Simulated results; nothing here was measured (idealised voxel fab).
The process module that follows is named voxel ribs on slabs.
Square cell edge 5 nm, section width 155 nm, ID cut.
When this document writes out a cross-section, it uses a grid of square cells and lists it as bands, beginning at the top and moving down, with a band standing for one or more rows of cells. Basically the band line says how high the top is and how high the bottom is, in nm, and then what's in it from left to right, every material with its width in nm. Empty space shows up as "blank", and if a single material carries "everywhere" it runs the full band edge to edge. Beneath 0, the wafer as received is one material, and that level is where height counting begins. The lowest band goes on downward without a bottom; it is written like "from 0 down". Width spec "30..40" -> top row of cells at first value, bottom row at second value, equal per-row change in between. Where the words "left unchanged" appear for a step, the cross-section shows no cell changed by that step; every cell remained as before. "Fully sealed voids" means: voids of 8 cells or more that are shut off from the top with no open way through. Written width x height at distance, distance from the left edge, in nm. On each step's line, the part that comes after the settings is the simulator's own comment on the step. "overlay nm" answers the question of how far to the right of plan the mask lay on a step that has a mask, and when it is negative the answer is to the left.
This section lists the process steps that were planned:
1) RECEIVE, material Si
2) DIRECTIONAL_DEP, material SiO2, thk nm 20
3) DIRECTIONAL_DEP, material SiN, thk nm 15
4) DIRECTIONAL_DEP, material aC, thk nm 15
5) PATTERN, tone cover, mask id RIB, material resist, width nm 30, thk nm 35, overlay nm 0
6) DIRECTIONAL_ETCH, etch materials aC, depth nm 15
7) STRIP, etch materials resist
8) DIRECTIONAL_ETCH, etch materials SiN, depth nm 10
9) STRIP, etch materials aC
10) MASKED_ETCH, tone cover, mask id SLAB, width nm 90, etch materials SiN, depth nm 5, overlay nm 0
11) FILL_DEP, material SiO2, thk nm 15
12) CMP, height nm 45
13) DIRECTIONAL_DEP, material W, thk nm 5
14) MASKED_ETCH, tone cover, mask id HEATER, width nm 40, etch materials W, depth nm 5, overlay nm 0
15) CONFORMAL_DEP, material SiN, thk nm 10
Cross-section: wafer on arrival = after step 1:
> from 0 down  Si everywhere
> Fully sealed voids: none
Starting structure and process plan are as shown above, but one mistake was made in running the module; the wafer cross-section at the end of the module follows:
> from 60 to 55  blank (45); SiN (60); blank (50)
> from 55 to 50  SiN everywhere
> from 50 to 45  SiN (55); W (40); SiN (60)
> from 45 to 35  SiO2 (60); SiN (30); SiO2 (65)
> from 35 to 30  SiO2 (30); SiN (90); SiO2 (35)
> from 30 to 0  SiO2 everywhere
> from 0 down  Si everywhere
> Fully sealed voids: none
It is concluded that the wafer was processed incorrectly with respect to the plan, in that note that step 2 departed from the planned setting and was carried out as DIRECTIONAL_DEP, material SiO2, thk nm 30
